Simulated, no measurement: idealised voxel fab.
Process module in this document: voxel tone inversion
Square cell edge 5 nm, section width 290 nm, ID cut.
Cross-sections here: square-cell grids, written as top-down lists of bands, a band being one or more rows of cells.
Within each band entry, the heights of the top and of the bottom of the band appear first, in that order and in nm; the materials of the band then follow from left to right, each with its corresponding width in nm. The designation "all across" on a single material indicates that it fills the band from edge to edge; the designation "empty" indicates empty space.
Heights are measured from 0, the level below which the as-received wafer is all one material; the lowest band has no bottom and continues downward, written as in "0 nm and below".
Read "30->40" as a graded width: first number on top, second number at the bottom, same change between each pair of neighbouring rows.
"nothing was modified" after a step means that no cell of the cross-section changed.
Voids not open to the top, 8 cells minimum: see "Enclosed void listing". Written width x height at distance; distance is from the left edge; nm.
Text after the settings on a step's line: the simulator's own remark on that step.
overlay nm: where the mask lay relative to plan, measured to the right, on steps with a mask; negatives go left.

# The steps planned for the process are as follows
1 RECEIVE,material Si
2 CONFORMAL_DEP,material SiCN,thk nm 5
3 DIRECTIONAL_DEP,material aC,thk nm 15
4 PATTERN,tone cover,mask id POSTS,material resist,width nm 15,pitch nm 45,thk nm 20,overlay nm 0
5 DIRECTIONAL_ETCH,etch materials aC,depth nm 15
6 STRIP,etch materials resist
7 FILL_DEP,material SiO2,thk nm 10
8 CMP,height nm 20
9 STRIP,etch materials aC

# Incoming wafer in cross-section (state: after step 1)
	0 nm and below = Si all across
	Enclosed void listing: none

# Sectioned view, first of two wafers, at the close of the module, processed as intended in the plan
	20 nm to 5 nm = 115 of SiO2, then 15 of empty, then 30 of SiO2, then 15 of empty, then 115 of SiO2
	5 nm to 0 nm = SiCN all across
	0 nm and below = Si all across
	Enclosed void listing: none

# Wafer two, sectioned after the module: the first wafer's start, the first wafer's plan, and one mistake in how it was run
	20 nm to 5 nm = 115 of empty, then 15 of SiO2, then 30 of empty, then 15 of SiO2, then 115 of empty
	5 nm to 0 nm = SiCN all across
	0 nm and below = Si all across
	Enclosed void listing: none
Short version of what went wrong: step 4: run off-plan, actual operation and settings PATTERN,tone open,mask id POSTS,material resist,width nm 15,pitch nm 45,thk nm 20,overlay nm 0
Per the end-of-run cell counts, the second wafer holds more or fewer of some materials than the first: SiO2 -138
